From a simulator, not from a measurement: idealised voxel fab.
The following is a process module called voxel self aligned contacts.
Cross-section cut spans 210 nm and uses square cells 5 nm in size.
Format of a cross-section: grid, square cells. Given as bands. Order: top down. Band: one or more rows of cells.
Within each band entry, the heights of the top and of the bottom of the band appear first, in that order and in nm; the materials of the band then follow from left to right, each with its corresponding width in nm. The designation "everywhere" on a single material indicates that it fills the band from edge to edge; the designation "empty" indicates empty space.
A quick word on heights: they are counted from 0, and under that level the wafer as it came to us is one material throughout. The lowest band is different from the rest in having no bottom; it simply continues downward, written as in "0 and below".
The width entry "30..40" should be interpreted row by row: the top row of cells in the band takes the first number, the bottom row takes the second number, and the change between adjacent rows is uniform throughout.
What does "nothing was modified" mean for a step? It means no cell of the cross-section changed in that step.
The entry titled "Enclosed empty spaces" provides the empty spaces that have no open way to the top, restricted to those of 8 cells or more. Each is presented as width x height at distance, the distance being measured from the left edge, with all three in nm.
Anything after a step's settings on that line? It's the simulator's own note about the step.
For masked steps, "overlay nm" on the step line gives how far right of plan the mask actually lay; a minus sign means it lay to the left.
STEPS PLANNED FOR THE PROCESS
1. op RECEIVE | material Si
2. op CONFORMAL_DEP | material SiO2 | thk nm 5
3. op DIRECTIONAL_DEP | material polySi | thk nm 30
4. op DIRECTIONAL_DEP | material SiN | thk nm 20
5. op PATTERN | tone cover | mask id GATE | material resist | width nm 30 | pitch nm 55 | thk nm 15 | overlay nm 0
6. op DIRECTIONAL_ETCH | etch materials SiN | depth nm 20
7. op DIRECTIONAL_ETCH | etch materials polySi | depth nm 30
8. op STRIP | etch materials resist
9. op CONFORMAL_DEP | material SiN | thk nm 5
10. op DIRECTIONAL_ETCH | etch materials SiN | depth nm 5
11. op FILL_DEP | material SiO2 | thk nm 15
12. op CMP | height nm 60
13. op MASKED_ETCH | tone open | mask id CONTACT | width nm 25 | pitch nm 55 | etch materials SiO2 | depth nm 60 | overlay nm 0
14. op CONFORMAL_DEP | material TiN | thk nm 5
15. op FILL_DEP | material W | thk nm 5
16. op CMP | height nm 60
17. op CONFORMAL_DEP | material SiCN | thk nm 5
All wafers enter the flow in the same state. The width nm at step 13 differs from wafer to wafer, and the plan gives the value for the first wafer.
CROSS-SECTION OF THE FIRST OF SEVERAL WAFERS ON RECEIPT, REFLECTING COMPLETION OF STEP 1
* 0 and below = Si everywhere
* Enclosed empty spaces: none
HERE'S THE FIRST OF SEVERAL WAFERS IN CROSS-SECTION, END OF THE MODULE, AFTER THE LAST STEP, STEP 17
* 65 down to 60 = SiCN everywhere
* 60 down to 55 = 65 SiO2 / 10 TiN / 5 W / 10 TiN / 30 SiO2 / 10 TiN / 5 W / 10 TiN / 65 SiO2
* 55 down to 35 = 30 SiO2 / 40 SiN / 5 TiN / 5 W / 5 TiN / 40 SiN / 5 TiN / 5 W / 5 TiN / 40 SiN / 30 SiO2
* 35 down to 5 = 30 SiO2 / 5 SiN / 30 polySi / 5 SiN / 5 TiN / 5 W / 5 TiN / 5 SiN / 30 polySi / 5 SiN / 5 TiN / 5 W / 5 TiN / 5 SiN / 30 polySi / 5 SiN / 30 SiO2
* 5 down to 0 = 70 SiO2 / 15 TiN / 40 SiO2 / 15 TiN / 70 SiO2
* 0 and below = Si everywhere
* Enclosed empty spaces: none
HERE WE CROSS-SECTIONED THE LAST OF THE WAFERS ONCE THE MODULE WAS DONE
* 65 down to 60 = SiCN everywhere
* 60 down to 55 = 60 SiO2 / 15 TiN / 5 W / 20 TiN / 15 SiO2 / 15 TiN / 5 W / 20 TiN / 55 SiO2
* 55 down to 35 = 30 SiO2 / 40 SiN / 5 TiN / 5 W / 5 TiN / 40 SiN / 5 TiN / 5 W / 5 TiN / 40 SiN / 30 SiO2
* 35 down to 5 = 30 SiO2 / 5 SiN / 30 polySi / 5 SiN / 5 TiN / 5 W / 5 TiN / 5 SiN / 30 polySi / 5 SiN / 5 TiN / 5 W / 5 TiN / 5 SiN / 30 polySi / 5 SiN / 30 SiO2
* 5 down to 0 = 70 SiO2 / 15 TiN / 40 SiO2 / 15 TiN / 70 SiO2
* 0 and below = Si everywhere
* Enclosed empty spaces: none
WHAT FOLLOWS IS A TABLE IN WHICH EACH WAFER OCCUPIES A ROW; FOR THE WAFER AS IT STANDS AT THE CLOSE OF THE MODULE, THE ROW STATES, MATERIAL BY MATERIAL, HOW MANY CELLS HAVE BEEN GAINED (+) OR LOST (-) SINCE RECEIPT, AND THEN GIVES ITS CLOSED VOIDS
width nm 25, +42 SiCN, +132 SiN, +188 SiO2, +54 TiN, +22 W, +108 polySi, Enclosed empty spaces: none
width nm 30, +42 SiCN, +132 SiN, +186 SiO2, +56 TiN, +22 W, +108 polySi, Enclosed empty spaces: none
width nm 35, +42 SiCN, +132 SiN, +184 SiO2, +58 TiN, +22 W, +108 polySi, Enclosed empty spaces: none
width nm 40, +42 SiCN, +132 SiN, +182 SiO2, +60 TiN, +22 W, +108 polySi, Enclosed empty spaces: none
